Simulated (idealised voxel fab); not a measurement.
process module | voxel ribs on slabs
cross-section cut | 250 nm wide | cells 5 nm
Think of the cross-section as a grid of square cells. We describe it in bands, top to bottom, and each band covers one or more rows of those cells. The entry gives the band's vertical extent as a top height and a bottom height in nm, then its horizontal make-up as materials from left to right, each with a width in nm. "air" stands for empty space; a single material marked "throughout" fills the band edge to edge. Basically, 0 is our baseline, since under it the wafer straight out of the box is all one material. The bottom band has no lower end and keeps on going down, so it looks like "0..down". Width "30..40": first value at the band's top row of cells, second value at its bottom row, equal change from row to row. Any step labelled "changes: none" changed none of the cells in the cross-section. "Completely sealed voids" - sealed voids, min. 8 cells, no opening to top; format: width x height at distance (distance from left edge; nm throughout). Whatever follows a step's settings on its line is a remark the simulator itself makes about that step. A step line may carry the setting "overlay nm", which, for steps involving a mask, states the distance by which the mask lay to the right of its intended position; negative values denote displacement to the left.

# Steps planned for the process
1 RECEIVE with material Si
2 DIRECTIONAL_DEP with material SiO2, thk nm 30
3 DIRECTIONAL_DEP with material SiN, thk nm 15
4 PATTERN with tone cover, mask id RIB, material resist, width nm 25, thk nm 15, overlay nm 0
5 DIRECTIONAL_ETCH with etch materials SiN, depth nm 5
6 STRIP with etch materials resist
7 MASKED_ETCH with tone cover, mask id SLAB, width nm 75, etch materials SiN, depth nm 10, overlay nm 0
8 FILL_DEP with material SiO2, thk nm 25
9 CMP with height nm 60
10 DIRECTIONAL_DEP with material TiN, thk nm 10
11 DIRECTIONAL_DEP with material aC, thk nm 10
12 PATTERN with tone cover, mask id HEATER, material resist, width nm 35, thk nm 30, overlay nm 0
13 DIRECTIONAL_ETCH with etch materials aC, depth nm 10
14 STRIP with etch materials resist
15 DIRECTIONAL_ETCH with etch materials TiN, depth nm 10
16 STRIP with etch materials aC
17 CONFORMAL_DEP with material SiN, thk nm 5

# The cross-section here shows the wafer as received, i.e. in its state after step 1
0..down | Si throughout
Completely sealed voids: none

# The plan above was carried out on the starting structure above with one mistake, and this cross-section shows the wafer at the end of the module
70..60 | air (105) | TiN (35) | air (110)
60..45 | SiO2 throughout
45..40 | SiO2 (110) | SiN (25) | SiO2 (115)
40..30 | SiO2 (85) | SiN (75) | SiO2 (90)
30..0 | SiO2 throughout
0..down | Si throughout
Completely sealed voids: none
Deviation noted in wafer processing: the plan's step 17 went unexecuted, having been skipped
